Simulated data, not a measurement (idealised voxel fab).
Process module, titled voxel transistor to metal
In the cross-section labelled cut, the width is 150 nm and each square cell is 5 nm.
Notation: cross-section as square-cell grid; stated in bands, top first, going down; one or more cell rows per band. Top, bottom (nm), then materials left to right with widths (nm); lone material tagged "everywhere" fills the whole band edge to edge; "empty" = empty space. All heights in this document are referenced to 0, defined as the level beneath which the wafer, as received, consists entirely of one material. The lowest band is not bounded below; it extends indefinitely downward and is written in the form "z 0 and below". A width such as "30->40" changes by the same amount from each row of cells to the next, from the band's top row to its bottom row. A step reported as "nothing was modified" is a step in which no cell of the cross-section changed. The list in "Enclosed void listing" covers empty spaces of 8 cells or more that cannot reach the top through any open way, and it gives each as width x height at distance; the distance is from the left edge, and width, height and distance are in nm. If you see something after the settings on a step's line, that's the simulator's own remark about that step. overlay nm: right-of-plan distance of the mask on a masked step; negative values mean left-of-plan.
Planned process steps:
1,RECEIVE [material Si]
2,OXIDIZE [depth nm 5]
3,CONFORMAL_DEP [material SiN] [thk nm 10]
4,MASKED_ETCH [tone cover] [mask id ACTIVE] [width nm 115] [etch materials SiN] [depth nm 10] [overlay nm 0]
5,MASKED_ETCH [tone cover] [mask id ACTIVE] [width nm 115] [etch materials SiO2] [depth nm 5] [overlay nm 0]
6,MASKED_ETCH [tone cover] [mask id ACTIVE] [width nm 115] [etch materials Si] [depth nm 20] [overlay nm 0]
7,FILL_DEP [material SiO2] [thk nm 15]
8,CMP [height nm 10]
9,SELECTIVE_ETCH [etch materials SiO2] [depth nm 5]
10,STRIP [etch materials SiN]
11,SELECTIVE_ETCH [etch materials SiO2] [depth nm 5]
12,OXIDIZE [depth nm 5]
13,DIRECTIONAL_DEP [material polySi] [thk nm 30]
14,DIRECTIONAL_DEP [material SiCN] [thk nm 15]
15,MASKED_ETCH [tone cover] [mask id GATE] [width nm 35] [etch materials SiCN] [depth nm 25] [overlay nm 0]
16,MASKED_ETCH [tone cover] [mask id GATE] [width nm 35] [etch materials polySi] [depth nm 40] [overlay nm 0]
17,CONFORMAL_DEP [material SiN] [thk nm 5]
18,DIRECTIONAL_ETCH [etch materials SiN] [depth nm 5]
19,DIRECTIONAL_ETCH [etch materials SiO2] [depth nm 5]
20,DIRECTIONAL_ETCH [etch materials Si] [depth nm 5]
21,EPI [material nSi] [thk nm 5]
22,FILL_DEP [material SiO2] [thk nm 10]
23,CMP [height nm 25]
24,STRIP [etch materials polySi]
25,SELECTIVE_ETCH [etch materials SiO2] [depth nm 5]
26,CONFORMAL_DEP [material HfO2] [thk nm 5]
27,CONFORMAL_DEP [material TiN] [thk nm 5]
28,FILL_DEP [material W] [thk nm 5]
29,CMP [height nm 20]
30,DIRECTIONAL_DEP [material SiO2] [thk nm 15]
31,DIRECTIONAL_DEP [material aC] [thk nm 15]
32,PATTERN [tone open] [mask id CONTACT] [material resist] [width nm 15] [pitch nm 80] [thk nm 30] [overlay nm 0]
33,DIRECTIONAL_ETCH [etch materials aC] [depth nm 15]
34,STRIP [etch materials resist]
35,DIRECTIONAL_ETCH [etch materials SiO2] [depth nm 45]
36,STRIP [etch materials aC]
37,CONFORMAL_DEP [material TiN] [thk nm 5]
38,FILL_DEP [material W] [thk nm 10]
39,CMP [height nm 35]
40,DIRECTIONAL_DEP [material TiN] [thk nm 5]
41,DIRECTIONAL_DEP [material Ru] [thk nm 25]
42,PATTERN [tone cover] [mask id METAL_1] [material resist] [width nm 15] [pitch nm 80] [thk nm 15] [overlay nm 0]
43,DIRECTIONAL_ETCH [etch materials Ru] [depth nm 25]
44,DIRECTIONAL_ETCH [etch materials TiN] [depth nm 5]
45,STRIP [etch materials resist]
46,FILL_DEP [material lowk] [thk nm 10]
47,CMP [height nm 65]
48,CONFORMAL_DEP [material SiN] [thk nm 5]
Incoming wafer in cross-section (state: after step 1):
* z 0 and below | Si everywhere
* Enclosed void listing: none
As-planned run: cross-section of the first of two wafers at end of module:
* z 70 to 65 | SiN everywhere
* z 65 to 40 | 25 nm lowk, then 15 nm Ru, then 65 nm lowk, then 15 nm Ru, then 30 nm lowk
* z 40 to 35 | 25 nm lowk, then 15 nm TiN, then 65 nm lowk, then 15 nm TiN, then 30 nm lowk
* z 35 to 20 | 25 nm SiO2, then 5 nm TiN, then 5 nm W, then 5 nm TiN, then 65 nm SiO2, then 5 nm TiN, then 5 nm W, then 5 nm TiN, then 30 nm SiO2
* z 20 to 0 | 25 nm SiO2, then 5 nm TiN, then 5 nm W, then 5 nm TiN, then 10 nm SiO2, then 5 nm SiN, then 5 nm HfO2, then 5 nm TiN, then 15 nm W, then 5 nm TiN, then 5 nm HfO2, then 5 nm SiN, then 10 nm SiO2, then 5 nm TiN, then 5 nm W, then 5 nm TiN, then 30 nm SiO2
* z 0 to -5 | 10 nm SiO2, then 5 nm SiN, then 10 nm SiO2, then 5 nm TiN, then 5 nm W, then 5 nm TiN, then 10 nm SiO2, then 5 nm SiN, then 5 nm HfO2, then 25 nm TiN, then 5 nm HfO2, then 5 nm SiN, then 10 nm SiO2, then 5 nm TiN, then 5 nm W, then 5 nm TiN, then 10 nm SiO2, then 5 nm SiN, then 15 nm SiO2
* z -5 to -10 | 25 nm SiO2, then 15 nm TiN, then 5 nm SiO2, then 5 nm nSi, then 45 nm HfO2, then 5 nm nSi, then 5 nm SiO2, then 15 nm TiN, then 30 nm SiO2
* z -10 to -15 | 15 nm SiO2, then 35 nm nSi, then 45 nm Si, then 35 nm nSi, then 20 nm SiO2
* z -15 to -25 | 15 nm SiO2, then 115 nm Si, then 20 nm SiO2
* z -25 and below | Si everywhere
* Enclosed void listing: none
Here is the second of the two wafers cut open at the end of the module - same start, same plan as the first one, but we made one mistake running it:
* z 70 to 65 | SiN everywhere
* z 65 to 40 | 25 nm lowk, then 15 nm Ru, then 65 nm lowk, then 15 nm Ru, then 30 nm lowk
* z 40 to 35 | 25 nm lowk, then 15 nm TiN, then 65 nm lowk, then 15 nm TiN, then 30 nm lowk
* z 35 to 20 | 25 nm SiO2, then 5 nm TiN, then 5 nm W, then 5 nm TiN, then 65 nm SiO2, then 5 nm TiN, then 5 nm W, then 5 nm TiN, then 30 nm SiO2
* z 20 to 0 | 25 nm SiO2, then 5 nm TiN, then 5 nm W, then 5 nm TiN, then 10 nm SiO2, then 5 nm SiN, then 5 nm TiN, then 25 nm W, then 5 nm TiN, then 5 nm SiN, then 10 nm SiO2, then 5 nm TiN, then 5 nm W, then 5 nm TiN, then 30 nm SiO2
* z 0 to -5 | 10 nm SiO2, then 5 nm SiN, then 10 nm SiO2, then 5 nm TiN, then 5 nm W, then 5 nm TiN, then 10 nm SiO2, then 5 nm SiN, then 5 nm TiN, then 25 nm W, then 5 nm TiN, then 5 nm SiN, then 10 nm SiO2, then 5 nm TiN, then 5 nm W, then 5 nm TiN, then 10 nm SiO2, then 5 nm SiN, then 15 nm SiO2
* z -5 to -10 | 25 nm SiO2, then 15 nm TiN, then 5 nm SiO2, then 5 nm nSi, then 45 nm TiN, then 5 nm nSi, then 5 nm SiO2, then 15 nm TiN, then 30 nm SiO2
* z -10 to -15 | 15 nm SiO2, then 35 nm nSi, then 45 nm Si, then 35 nm nSi, then 20 nm SiO2
* z -15 to -25 | 15 nm SiO2, then 115 nm Si, then 20 nm SiO2
* z -25 and below | Si everywhere
* Enclosed void listing: none
What went wrong in running the wafer? plan step 26 never ran because it was skipped
Counted in cells at the end, the second wafer holds more or fewer of these materials than the first: HfO2: 19 fewer; TiN: 6 more; W: 13 more
